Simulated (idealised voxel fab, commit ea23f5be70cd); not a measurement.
A process module follows: voxel self aligned vias.
Cross-section cut: width 270 nm, square cells of 5 nm.
In what follows, cross-sections appear as grids of square cells, described through bands that run from the top down, where every band is one or more rows of cells.
In this notation a band is specified by the heights of its top and bottom, in that order and in nm, after which its materials appear from left to right, each paired with its width in nm. The word "all across" attached to a single material means that material fills the band from edge to edge; the word "empty" stands for empty space.
The level at which height equals 0 is the one under which the wafer, as it arrives, is entirely one material. No lower edge exists for the bottom band, which continues downward and is notated as in "0 -> down".
The expression "30->40" gives the width at the extremes of the band, the first number at its top row of cells and the second at its bottom row, with the width changing by equal amounts from each row to the next in between.
"no modification" (step): cross-section cells unchanged, all of them.
The list in "Completely sealed voids" covers empty spaces of 8 cells or more that cannot reach the top through any open way, and it gives each as width x height at distance; the distance is from the left edge, and width, height and distance are in nm.
What comes after the settings on a step's line is commentary from the simulator itself on that step.
Regarding "overlay nm": on a step with a mask, it is the distance the mask lay to the right of its planned place; a negative value places it to the left.

## Intended process steps
1. RECEIVE,material Si
2. CONFORMAL_DEP,material SiO2,thk nm 15
3. CONFORMAL_DEP,material SiCN,thk nm 5
4. DIRECTIONAL_DEP,material SiO2,thk nm 30
5. DIRECTIONAL_DEP,material aC,thk nm 10
6. PATTERN,tone open,mask id LINES,material resist,width nm 20,pitch nm 65,thk nm 30,overlay nm 0
7. DIRECTIONAL_ETCH,etch materials aC,depth nm 10
8. STRIP,etch materials resist
9. DIRECTIONAL_ETCH,etch materials SiO2,depth nm 30
10. STRIP,etch materials aC
11. CONFORMAL_DEP,material TiN,thk nm 5
12. FILL_DEP,material W,thk nm 5
13. CMP,height nm 50
14. SELECTIVE_ETCH,etch materials W Ru TiN,depth nm 5
15. FILL_DEP,material SiN,thk nm 5
16. CMP,height nm 50
17. DIRECTIONAL_DEP,material SiO2,thk nm 15
18. MASKED_ETCH,tone open,mask id VIAS,width nm 40,pitch nm 65,etch materials SiO2,depth nm 15,overlay nm 0
19. MASKED_ETCH,tone open,mask id VIAS,width nm 40,pitch nm 65,etch materials SiN,depth nm 5,overlay nm 0
20. CONFORMAL_DEP,material TiN,thk nm 5
21. FILL_DEP,material W,thk nm 5
22. CMP,height nm 65
23. CONFORMAL_DEP,material SiN,thk nm 5
The wafers in this document start out alike and differ in the width nm applied at step 6; the plan shows the value used for the first wafer.

## Cross-sectional view of the first of several wafers in the as-received condition, corresponding to the state following step 1
    0 -> down: Si all across
    Completely sealed voids: none

## End-of-module cross-section, first of several wafers, after last step 23
    70 -> 65: SiN all across
    65 -> 55: SiO2: 50; TiN: 5; W: 30; TiN: 5; SiO2: 25; TiN: 5; W: 30; TiN: 5; SiO2: 25; TiN: 5; W: 30; TiN: 5; SiO2: 50
    55 -> 50: SiO2: 50; TiN: 15; W: 10; TiN: 15; SiO2: 25; TiN: 15; W: 10; TiN: 15; SiO2: 25; TiN: 15; W: 10; TiN: 15; SiO2: 50
    50 -> 45: SiO2: 60; TiN: 20; SiO2: 45; TiN: 20; SiO2: 45; TiN: 20; SiO2: 60
    45 -> 25: SiO2: 60; TiN: 5; W: 10; TiN: 5; SiO2: 45; TiN: 5; W: 10; TiN: 5; SiO2: 45; TiN: 5; W: 10; TiN: 5; SiO2: 60
    25 -> 20: SiO2: 60; TiN: 20; SiO2: 45; TiN: 20; SiO2: 45; TiN: 20; SiO2: 60
    20 -> 15: SiCN all across
    15 -> 0: SiO2 all across
    0 -> down: Si all across
    Completely sealed voids: none

## A cross-section through the last wafer at the close of the module
    70 -> 65: SiN all across
    65 -> 50: SiO2: 50; TiN: 5; W: 30; TiN: 5; SiO2: 25; TiN: 5; W: 30; TiN: 5; SiO2: 25; TiN: 5; W: 30; TiN: 5; SiO2: 50
    50 -> 45: SiO2: 50; TiN: 40; SiN: 5; SiO2: 20; TiN: 40; SiN: 5; SiO2: 20; TiN: 40; SiN: 5; SiO2: 45
    45 -> 25: SiO2: 50; TiN: 5; W: 35; TiN: 5; SiO2: 20; TiN: 5; W: 35; TiN: 5; SiO2: 20; TiN: 5; W: 35; TiN: 5; SiO2: 45
    25 -> 20: SiO2: 50; TiN: 45; SiO2: 20; TiN: 45; SiO2: 20; TiN: 45; SiO2: 45
    20 -> 15: SiCN all across
    15 -> 0: SiO2 all across
    0 -> down: Si all across
    Completely sealed voids: none

## Per wafer, end of module: cells gained (+) or lost (-) per material since receipt, then closed voids
width nm 20 | +54 SiCN | +54 SiN | +504 SiO2 | +78 TiN | +66 W | Completely sealed voids: none
width nm 25 | +54 SiCN | +54 SiN | +486 SiO2 | +81 TiN | +81 W | Completely sealed voids: none
width nm 30 | +54 SiCN | +54 SiN | +468 SiO2 | +84 TiN | +96 W | Completely sealed voids: none
width nm 35 | +54 SiCN | +54 SiN | +450 SiO2 | +87 TiN | +111 W | Completely sealed voids: none
width nm 40 | +54 SiCN | +54 SiN | +432 SiO2 | +90 TiN | +126 W | Completely sealed voids: none
width nm 45 | +54 SiCN | +57 SiN | +414 SiO2 | +93 TiN | +138 W | Completely sealed voids: none
